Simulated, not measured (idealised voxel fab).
process module | voxel ribs on slabs
cross-section cut | 285 nm wide | cells 5 nm
A cross-section is a grid of square cells, given in bands from the top down. A band is one or more rows of cells.
Each band's line starts with the height of the band's top and of its bottom, in nm. Then come its materials from left to right, each with its width in nm. One material with "throughout" fills the band from edge to edge. "air" is empty space.
Height 0 is the level under which the wafer as received is all one material. The lowest band goes on downwards, as in "0 down".
A width such as "30 to 40" changes by the same amount from each row of cells to the next, from the band's top row to its bottom row.
"no change" after a step means that no cell of the cross-section changed.
closed voids: empty space of 8 cells or more with no open way to the top, each as width x height at its distance from the left edge, in nm
after a step's settings: what the simulator itself notes on the step
overlay nm, on a step with a mask: how far to the right of its planned place the mask lay; to the left if negative
plan
1 op RECEIVE | material Si
2 op DIRECTIONAL_DEP | material SiO2 | thk nm 30
3 op DIRECTIONAL_DEP | material SiN | thk nm 15
4 op DIRECTIONAL_DEP | material aC | thk nm 10
5 op PATTERN | tone cover | mask id RIB | material resist | width nm 15 | thk nm 25 | overlay nm 0
6 op DIRECTIONAL_ETCH | etch materials aC | depth nm 10
7 op STRIP | etch materials resist
8 op DIRECTIONAL_ETCH | etch materials SiN | depth nm 10
9 op STRIP | etch materials aC
10 op PATTERN | tone cover | mask id SLAB | material resist | width nm 45 | thk nm 15 | overlay nm 0
11 op DIRECTIONAL_ETCH | etch materials SiN | depth nm 5
12 op STRIP | etch materials resist
13 op FILL_DEP | material SiO2 | thk nm 25
14 op CMP | height nm 65
15 op DIRECTIONAL_DEP | material W | thk nm 5
16 op MASKED_ETCH | tone cover | mask id HEATER | width nm 25 | etch materials W | depth nm 5 | overlay nm 0
17 op CONFORMAL_DEP | material SiO2 | thk nm 5
first wafer, as planned
as received, after step 1
  0 down: Si throughout
  closed voids: none
after step 2
  30 to 0: SiO2 throughout
  below 0: unchanged
after step 3
  45 to 30: SiN throughout
  below 30: unchanged
after step 4
  55 to 45: aC throughout
  below 45: unchanged
after step 5
  80 to 55: air 135 | resist 15 | air 135
  below 55: unchanged
after step 6
  70 to 55: air 135 | resist 15 | air 135
  55 to 45: air 135 | aC 15 | air 135
  below 45: unchanged
after step 7
  55 to 45: air 135 | aC 15 | air 135
  below 45: unchanged
after step 8
  55 to 45: air 135 | aC 15 | air 135
  45 to 35: air 135 | SiN 15 | air 135
  below 35: unchanged
after step 9
  45 to 35: air 135 | SiN 15 | air 135
  below 35: unchanged
after step 10
  60 to 45: air 120 | resist 45 | air 120
  45 to 35: air 120 | resist 15 | SiN 15 | resist 15 | air 120
  below 35: unchanged
after step 11
  60 to 45: air 120 | resist 45 | air 120
  45 to 35: air 120 | resist 15 | SiN 15 | resist 15 | air 120
  35 to 30: air 120 | SiN 45 | air 120
  below 30: unchanged
after step 12
  45 to 35: air 135 | SiN 15 | air 135
  below 35: unchanged
after step 13
  70 to 45: SiO2 throughout
  45 to 35: SiO2 135 | SiN 15 | SiO2 135
  35 to 30: SiO2 120 | SiN 45 | SiO2 120
  below 30: unchanged
after step 14
  65 to 45: SiO2 throughout
  below 45: unchanged
after step 15
  70 to 65: W throughout
  below 65: unchanged
after step 16
  70 to 65: air 130 | W 25 | air 130
  below 65: unchanged
after step 17
  75 to 70: air 125 | SiO2 35 | air 125
  70 to 65: SiO2 130 | W 25 | SiO2 130
  below 65: unchanged
second wafer: like start, like plan, one mistake. Through step 1 it matches the first wafer
when step 2 should have ended
  30 to 0: W throughout
  below 0: unchanged
when step 3 should have ended
  45 to 30: SiN throughout
  below 30: unchanged
when step 4 should have ended
  55 to 45: aC throughout
  below 45: unchanged
when step 5 should have ended
  80 to 55: air 135 | resist 15 | air 135
  below 55: unchanged
when step 6 should have ended
  70 to 55: air 135 | resist 15 | air 135
  55 to 45: air 135 | aC 15 | air 135
  below 45: unchanged
when step 7 should have ended
  55 to 45: air 135 | aC 15 | air 135
  below 45: unchanged
when step 8 should have ended
  55 to 45: air 135 | aC 15 | air 135
  45 to 35: air 135 | SiN 15 | air 135
  below 35: unchanged
when step 9 should have ended
  45 to 35: air 135 | SiN 15 | air 135
  below 35: unchanged
when step 10 should have ended
  60 to 45: air 120 | resist 45 | air 120
  45 to 35: air 120 | resist 15 | SiN 15 | resist 15 | air 120
  below 35: unchanged
when step 11 should have ended
  60 to 45: air 120 | resist 45 | air 120
  45 to 35: air 120 | resist 15 | SiN 15 | resist 15 | air 120
  35 to 30: air 120 | SiN 45 | air 120
  below 30: unchanged
when step 12 should have ended
  45 to 35: air 135 | SiN 15 | air 135
  below 35: unchanged
when step 13 should have ended
  70 to 45: SiO2 throughout
  45 to 35: SiO2 135 | SiN 15 | SiO2 135
  35 to 30: SiO2 120 | SiN 45 | SiO2 120
  below 30: unchanged
when step 14 should have ended
  65 to 45: SiO2 throughout
  below 45: unchanged
when step 15 should have ended
  70 to 65: W throughout
  below 65: unchanged
when step 16 should have ended
  70 to 65: air 130 | W 25 | air 130
  below 65: unchanged
when step 17 should have ended
  75 to 70: air 125 | SiO2 35 | air 125
  70 to 65: SiO2 130 | W 25 | SiO2 130
  below 65: unchanged
what went wrong: step 2 ran as: op DIRECTIONAL_DEP | material W | thk nm 30
at the end the second wafer has, in cells: 342 fewer of SiO2 | 342 more of W
